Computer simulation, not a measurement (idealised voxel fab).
Process module name: voxel self aligned vias
Shown is cross-section cut, with a width of 185 nm and square cells of size 5 nm.
Cross-section, as written here: a square-cell grid given band by band from the top down, where a band holds one or more rows of cells.
The entry gives the band's vertical extent as a top height and a bottom height in nm, then its horizontal make-up as materials from left to right, each with a width in nm. "air" stands for empty space; a single material marked "full width" fills the band edge to edge.
It should be noted that heights are counted from 0, beneath which the wafer as supplied is of one material throughout, and that the lowest band possesses no lower boundary but continues downward, as written in "0 nm and below".
So if you see something like "30..40" for the width, read it as the top row of the band sitting at the first number and the bottom row at the second, with every row in between moving by the same amount as the last.
For the purposes of this document, the phrase "stayed the same" attached to a step denotes that no cell within the cross-section was modified by that step.
"Enclosed void list" lists enclosed empty spaces (at least 8 cells, no open path upward to the top), each as width x height at distance from the left edge, in nm.
Formally, on a step line, whatever follows the settings is a remark that the simulator itself makes on the step.
The optional step-line setting "overlay nm" applies to steps with a mask and quantifies how far to the right of its planned location the mask lay, a negative value indicating leftward placement.

[The planned process steps are enumerated hereunder]
- 1: RECEIVE [material Si]
- 2: CONFORMAL_DEP [material SiO2] [thk nm 10]
- 3: CONFORMAL_DEP [material SiCN] [thk nm 5]
- 4: DIRECTIONAL_DEP [material SiO2] [thk nm 30]
- 5: DIRECTIONAL_DEP [material aC] [thk nm 10]
- 6: PATTERN [tone open] [mask id LINES] [material resist] [width nm 20] [pitch nm 70] [thk nm 30] [overlay nm 0]
- 7: DIRECTIONAL_ETCH [etch materials aC] [depth nm 10]
- 8: STRIP [etch materials resist]
- 9: DIRECTIONAL_ETCH [etch materials SiO2] [depth nm 30]
- 10: STRIP [etch materials aC]
- 11: CONFORMAL_DEP [material TiN] [thk nm 5]
- 12: FILL_DEP [material W] [thk nm 10]
- 13: CMP [height nm 45]
- 14: SELECTIVE_ETCH [etch materials W Ru TiN] [depth nm 10]
- 15: FILL_DEP [material SiN] [thk nm 10]
- 16: CMP [height nm 45]
- 17: DIRECTIONAL_DEP [material SiO2] [thk nm 20]
- 18: MASKED_ETCH [tone open] [mask id VIAS] [width nm 40] [pitch nm 70] [etch materials SiO2] [depth nm 20] [overlay nm 0]
- 19: MASKED_ETCH [tone open] [mask id VIAS] [width nm 40] [pitch nm 70] [etch materials SiN] [depth nm 10] [overlay nm 0]
- 20: CONFORMAL_DEP [material TiN] [thk nm 5]
- 21: FILL_DEP [material Cu] [thk nm 10]
- 22: CMP [height nm 65]
- 23: CONFORMAL_DEP [material SiCN] [thk nm 5]

[This is the cross-section of the wafer as we received it, i.e. after step 1]
    0 nm and below  Si full width
    Enclosed void list: none

[Cross-sectional view of the first of the two wafers upon completion of the module, processed in accordance with the plan]
    70 nm to 65 nm  SiCN full width
    65 nm to 50 nm  35 SiO2 | 5 TiN | 30 Cu | 5 TiN | 30 SiO2 | 5 TiN | 30 Cu | 5 TiN | 40 SiO2
    50 nm to 40 nm  35..45 SiO2 | 15..5 TiN | 10 Cu | 15..5 TiN | 30..50 SiO2 | 15..5 TiN | 10 Cu | 15..5 TiN | 40..50 SiO2
    40 nm to 35 nm  45 SiO2 | 20 TiN | 50 SiO2 | 20 TiN | 50 SiO2
    35 nm to 20 nm  45 SiO2 | 5 TiN | 10 W | 5 TiN | 50 SiO2 | 5 TiN | 10 W | 5 TiN | 50 SiO2
    20 nm to 15 nm  45 SiO2 | 20 TiN | 50 SiO2 | 20 TiN | 50 SiO2
    15 nm to 10 nm  SiCN full width
    10 nm to 0 nm  SiO2 full width
    0 nm and below  Si full width
    Enclosed void list: none

[This cross-section belongs to the second wafer of two at the end of the module; the start and the plan were shared with the first, and the run included one mistake]
    70 nm to 65 nm  SiCN full width
    65 nm to 50 nm  35 SiO2 | 5 TiN | 30 Cu | 5 TiN | 30 SiO2 | 5 TiN | 30 Cu | 5 TiN | 40 SiO2
    50 nm to 40 nm  35..45 SiO2 | 15..5 TiN | 10 Cu | 15..5 TiN | 30..50 SiO2 | 15..5 TiN | 10 Cu | 15..5 TiN | 40..50 SiO2
    40 nm to 35 nm  45 SiO2 | 20 TiN | 50 SiO2 | 20 TiN | 50 SiO2
    35 nm to 25 nm  45 SiO2 | 5 TiN | 10 W | 5 TiN | 50 SiO2 | 5 TiN | 10 W | 5 TiN | 50 SiO2
    25 nm to 20 nm  45 SiO2 | 20 TiN | 50 SiO2 | 20 TiN | 50 SiO2
    20 nm to 15 nm  SiCN full width
    15 nm to 0 nm  SiO2 full width
    0 nm and below  Si full width
    Enclosed void list: none
What was done differently from what was planned? step 2 changed vs plan, executed as CONFORMAL_DEP [material SiO2] [thk nm 15]
Counted in cells at the end, the second wafer holds more or fewer of these materials than the first: 8 more of SiO2 | 4 fewer of TiN | 4 fewer of W
